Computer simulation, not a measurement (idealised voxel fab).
process module | voxel wiring stack
cross-section cut | 275 nm wide | cells 5 nm
A cross-section is a grid of square cells, given in bands from the top down. A band is one or more rows of cells.
Each band's line starts with the height of the band's top and of its bottom, in nm. Then come its materials from left to right, each with its width in nm. One material with "throughout" fills the band from edge to edge. "air" is empty space.
Height 0 is the level under which the wafer as received is all one material. The lowest band goes on downwards, as in "0 down".
A width such as "30 to 40" changes by the same amount from each row of cells to the next, from the band's top row to its bottom row.
"no change" after a step means that no cell of the cross-section changed.
closed voids: empty space of 8 cells or more with no open way to the top, each as width x height at its distance from the left edge, in nm
after a step's settings: what the simulator itself notes on the step
overlay nm, on a step with a mask: how far to the right of its planned place the mask lay; to the left if negative
plan
1 op RECEIVE | material Si
2 op CONFORMAL_DEP | material SiO2 | thk nm 15
3 op CONFORMAL_DEP | material SiCN | thk nm 5
4 op DIRECTIONAL_DEP | material SiO2 | thk nm 20
5 op DIRECTIONAL_DEP | material aC | thk nm 15
6 op PATTERN | tone open | mask id METAL_1 | material resist | width nm 30 | pitch nm 45 | thk nm 30 | overlay nm 0
7 op DIRECTIONAL_ETCH | etch materials aC | depth nm 15
8 op STRIP | etch materials resist
9 op DIRECTIONAL_ETCH | etch materials SiO2 | depth nm 20
10 op DIRECTIONAL_ETCH | etch materials SiCN | depth nm 5
11 op STRIP | etch materials aC
12 op CONFORMAL_DEP | material TiN | thk nm 5
13 op FILL_DEP | material Cu | thk nm 5
14 op CMP | height nm 40
15 op CONFORMAL_DEP | material SiCN | thk nm 5
16 op DIRECTIONAL_DEP | material lowk | thk nm 30
17 op PATTERN | tone open | mask id METAL_2 | material resist | width nm 30 | pitch nm 45 | thk nm 15 | overlay nm 0
18 op DIRECTIONAL_ETCH | etch materials lowk | depth nm 15
19 op STRIP | etch materials resist
20 op PATTERN | tone open | mask id METAL_2_HOLES | material resist | width nm 15 | pitch nm 90 | thk nm 20 | overlay nm 0
21 op DIRECTIONAL_ETCH | etch materials lowk | depth nm 15
22 op DIRECTIONAL_ETCH | etch materials SiCN | depth nm 5
23 op STRIP | etch materials resist
24 op CONFORMAL_DEP | material TiN | thk nm 5
25 op FILL_DEP | material Cu | thk nm 5
26 op CMP | height nm 75
27 op CONFORMAL_DEP | material SiCN | thk nm 5
28 op DIRECTIONAL_DEP | material lowk | thk nm 25
29 op DIRECTIONAL_DEP | material aC | thk nm 15
30 op PATTERN | tone open | mask id METAL_3 | material resist | width nm 30 | pitch nm 45 | thk nm 30 | overlay nm 0
31 op DIRECTIONAL_ETCH | etch materials aC | depth nm 15
32 op STRIP | etch materials resist
33 op DIRECTIONAL_ETCH | etch materials lowk | depth nm 15
34 op STRIP | etch materials aC
35 op DIRECTIONAL_DEP | material aC | thk nm 10
36 op PATTERN | tone open | mask id METAL_3_HOLES | material resist | width nm 15 | pitch nm 90 | thk nm 25 | overlay nm 0
37 op DIRECTIONAL_ETCH | etch materials aC | depth nm 10
38 op STRIP | etch materials resist
39 op DIRECTIONAL_ETCH | etch materials lowk | depth nm 10
40 op DIRECTIONAL_ETCH | etch materials SiCN | depth nm 5
41 op STRIP | etch materials aC
42 op CONFORMAL_DEP | material TiN | thk nm 5
43 op FILL_DEP | material Cu | thk nm 5
44 op CMP | height nm 105
45 op CONFORMAL_DEP | material SiCN | thk nm 5
as received, after step 1
  0 down: Si throughout
  closed voids: none
first wafer at the end, as planned
  110 to 105: SiCN throughout
  105 to 95: lowk 75 | TiN 5 | Cu 20 | TiN 5 | lowk 15 | TiN 5 | Cu 20 | TiN 5 | lowk 15 | TiN 5 | Cu 20 | TiN 5 | lowk 80
  95 to 90: lowk 75 | TiN 5 | Cu 5 | TiN 20 | lowk 15 | TiN 30 | lowk 15 | TiN 5 | Cu 5 | TiN 20 | lowk 80
  90 to 80: lowk 75 | TiN 5 | Cu 5 | TiN 5 | lowk 75 | TiN 5 | Cu 5 | TiN 5 | lowk 95
  80 to 75: SiCN 75 | TiN 15 | SiCN 75 | TiN 15 | SiCN 95
  75 to 65: lowk 75 | TiN 5 | Cu 20 | TiN 5 | lowk 15 | TiN 5 | Cu 20 | TiN 5 | lowk 15 | TiN 5 | Cu 20 | TiN 5 | lowk 80
  65 to 60: lowk 75 | TiN 5 | Cu 5 | TiN 20 | lowk 15 | TiN 30 | lowk 15 | TiN 5 | Cu 5 | TiN 20 | lowk 80
  60 to 45: lowk 75 | TiN 5 | Cu 5 | TiN 5 | lowk 75 | TiN 5 | Cu 5 | TiN 5 | lowk 95
  45 to 40: SiCN 75 | TiN 15 | SiCN 75 | TiN 15 | SiCN 95
  40 to 20: SiO2 75 | TiN 5 | Cu 20 | TiN 5 | SiO2 15 | TiN 5 | Cu 20 | TiN 5 | SiO2 15 | TiN 5 | Cu 20 | TiN 5 | SiO2 80
  20 to 15: SiCN 75 | TiN 30 | SiCN 15 | TiN 30 | SiCN 15 | TiN 30 | SiCN 80
  15 to 0: SiO2 throughout
  0 down: Si throughout
  closed voids: none
second wafer at the end: like start, like plan, one mistake
  110 to 105: SiCN throughout
  105 to 95: lowk 75 | TiN 5 | Cu 20 | TiN 5 | lowk 15 | TiN 5 | Cu 20 | TiN 5 | lowk 15 | TiN 5 | Cu 20 | TiN 5 | lowk 80
  95 to 90: lowk 75 | TiN 5 | Cu 5 | TiN 20 | lowk 15 | TiN 30 | lowk 15 | TiN 5 | Cu 5 | TiN 20 | lowk 80
  90 to 80: lowk 75 | TiN 5 | Cu 5 | TiN 5 | lowk 75 | TiN 5 | Cu 5 | TiN 5 | lowk 95
  80 to 75: SiCN 75 | TiN 15 | SiCN 75 | TiN 15 | SiCN 95
  75 to 65: lowk 75 | TiN 5 | Cu 20 | TiN 5 | lowk 15 | TiN 5 | Cu 20 | TiN 5 | lowk 15 | TiN 5 | Cu 20 | TiN 5 | lowk 80
  65 to 60: lowk 75 | TiN 5 | Cu 5 | TiN 20 | lowk 15 | TiN 30 | lowk 15 | TiN 5 | Cu 5 | TiN 20 | lowk 80
  60 to 45: lowk 75 | TiN 5 | Cu 5 | TiN 5 | lowk 75 | TiN 5 | Cu 5 | TiN 5 | lowk 95
  45 to 40: SiCN 75 | TiN 15 | SiCN 75 | TiN 15 | SiCN 95
  40 to 20: SiO2 70 | TiN 5 | Cu 20 | TiN 5 | SiO2 15 | TiN 5 | Cu 20 | TiN 5 | SiO2 15 | TiN 5 | Cu 20 | TiN 5 | SiO2 85
  20 to 15: SiCN 70 | TiN 30 | SiCN 15 | TiN 30 | SiCN 15 | TiN 30 | SiCN 85
  15 to 0: SiO2 throughout
  0 down: Si throughout
  closed voids: none
what went wrong: step 6 ran as: op PATTERN | tone open | mask id METAL_1 | material resist | width nm 30 | pitch nm 45 | thk nm 30 | overlay nm -5
at the end the second wafer has, in cells: as many of each material as the first, in other places
